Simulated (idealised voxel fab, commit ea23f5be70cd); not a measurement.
voxel spacer lines: a process module
The cross-section on display is named cut; it measures 195 nm wide, and its cells are 5 nm squares.
Think of the cross-section as a grid of square cells. We describe it in bands, top to bottom, and each band covers one or more rows of those cells. Look at the band entry: it leads with the top's height and the bottom's height in nm. Then it lists the materials left to right, with a width in nm for each. The word "all across" on a single material says that material fills the band edge to edge. The word "blank" is empty space. We count height from 0. Below that, the starting wafer is all one material. The lowest band never ends at the bottom but goes on down; see "0 and below" for how that is written. The two numbers in a width such as "30 to 40" mark its ends across the band: the first belongs to the top row of cells, the second to the bottom row, and from each row to the next the width moves by the same amount. "no modification" after a step means that no cell of the cross-section changed. So "Enclosed void inventory" is basically the list of trapped voids: any empty space of 8 cells or more that can't reach the top through an opening. They're written width x height at distance, the distance being from the left edge, and it's all nm. That trailing text on a step's line, after the settings, is the simulator's own remark on the step. overlay nm: where the mask lay relative to plan, measured to the right, on steps with a mask; negatives go left.
Here's what the planned process steps look like
- 1: RECEIVE: material Si
- 2: CONFORMAL_DEP: material Al2O3, thk nm 5
- 3: DIRECTIONAL_DEP: material TiN, thk nm 15
- 4: DIRECTIONAL_DEP: material polySi, thk nm 30
- 5: PATTERN: tone cover, mask id MANDREL, material resist, width nm 20, pitch nm 70, thk nm 35, overlay nm 0
- 6: DIRECTIONAL_ETCH: etch materials polySi, depth nm 30
- 7: STRIP: etch materials resist
- 8: CONFORMAL_DEP: material SiO2, thk nm 15
- 9: DIRECTIONAL_ETCH: etch materials SiO2, depth nm 15
- 10: STRIP: etch materials polySi
- 11: DIRECTIONAL_ETCH: etch materials TiN, depth nm 5
- 12: STRIP: etch materials SiO2
Split variable: depth nm, step 11. Plan value = first wafer. Wafers start alike.
Incoming state of the first of several wafers in cross-section: after step 1
	0 and below: Si all across
	Enclosed void inventory: none
Here is the cross-section of the first of several wafers at the end of the module, after its last step, step 12
	20 down to 15: 15 TiN | 20 blank | 15 TiN | 20 blank | 15 TiN | 20 blank | 15 TiN | 20 blank | 15 TiN | 20 blank | 15 TiN | 5 blank
	15 down to 5: TiN all across
	5 down to 0: Al2O3 all across
	0 and below: Si all across
	Enclosed void inventory: none
Cross-section of the final wafer among several, taken at the end of the module
	20 down to 5: 15 TiN | 20 blank | 15 TiN | 20 blank | 15 TiN | 20 blank | 15 TiN | 20 blank | 15 TiN | 20 blank | 15 TiN | 5 blank
	5 down to 0: Al2O3 all across
	0 and below: Si all across
	Enclosed void inventory: none
Per wafer (row), end of module: delta in cells per material since receipt, (+) for gained, (-) for lost; closed voids after that
depth nm 5 | +39 Al2O3 | +96 TiN | Enclosed void inventory: none
depth nm 10 | +39 Al2O3 | +75 TiN | Enclosed void inventory: none
depth nm 15 | +39 Al2O3 | +54 TiN | Enclosed void inventory: none
depth nm 20 | +39 Al2O3 | +54 TiN | Enclosed void inventory: none
depth nm 25 | +39 Al2O3 | +54 TiN | Enclosed void inventory: none
depth nm 30 | +39 Al2O3 | +54 TiN | Enclosed void inventory: none
